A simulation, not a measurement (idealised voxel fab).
Module name: voxel released beams (process module)
Section cut is 210 nm wide and gridded with 5 nm square cells.
Cross-sections here: square-cell grids, written as top-down lists of bands, a band being one or more rows of cells. In this notation a band is specified by the heights of its top and bottom, in that order and in nm, after which its materials appear from left to right, each paired with its width in nm. The word "full width" attached to a single material means that material fills the band from edge to edge; the word "empty" stands for empty space. Heights are expressed relative to 0, this being the level below which the as-received wafer comprises one material exclusively. The lowest band is unbounded in the downward direction and is denoted as in "top 0, no bottom". Note: "30->40" means the width goes from the first number (top row of the band) to the second number (bottom row) in equal steps per row of cells. "everything unchanged" means the step left every cell of the cross-section as it was. If an empty space has no open way to the top and is at least 8 cells in size, "Enclosed internal voids" lists it, written width x height at distance, where distance is measured from the left edge and every value is in nm. Post-settings text on a step line: simulator's own remark regarding the step. Regarding "overlay nm": on a step with a mask, it is the distance the mask lay to the right of its planned place; a negative value places it to the left.

**Steps in the process plan**
- 1: RECEIVE (material Si)
- 2: CONFORMAL_DEP (material Al2O3; thk nm 10)
- 3: DIRECTIONAL_DEP (material SiO2; thk nm 20)
- 4: PATTERN (tone open; mask id ANCHOR; material resist; width nm 35; thk nm 20; overlay nm 0)
- 5: DIRECTIONAL_ETCH (etch materials SiO2; depth nm 20)
- 6: STRIP (etch materials resist)
- 7: CONFORMAL_DEP (material polySi; thk nm 15)
- 8: MASKED_ETCH (tone cover; mask id BEAM; width nm 115; etch materials polySi; depth nm 5; overlay nm 0)
- 9: STRIP (etch materials SiO2)
The wafers are alike at the start. At step 8, their depth nm differs. The plan lists the first wafer's value.

**Cross-section of the first of several received wafers, showing its state after step 1**
* top 0, no bottom | Si full width
* Enclosed internal voids: none

**each wafer at the end: cells of each material gained (+) or lost (-) since it was received, then its closed voids**
depth nm 5; +84 Al2O3; +140 SiO2; +131 polySi; Enclosed internal voids: none
depth nm 10; +84 Al2O3; +140 SiO2; +112 polySi; Enclosed internal voids: none
depth nm 15; +84 Al2O3; +93 polySi; Enclosed internal voids: none
depth nm 20; +84 Al2O3; +93 polySi; Enclosed internal voids: none
depth nm 25; +84 Al2O3; +93 polySi; Enclosed internal voids: none
depth nm 30; +84 Al2O3; +93 polySi; Enclosed internal voids: none
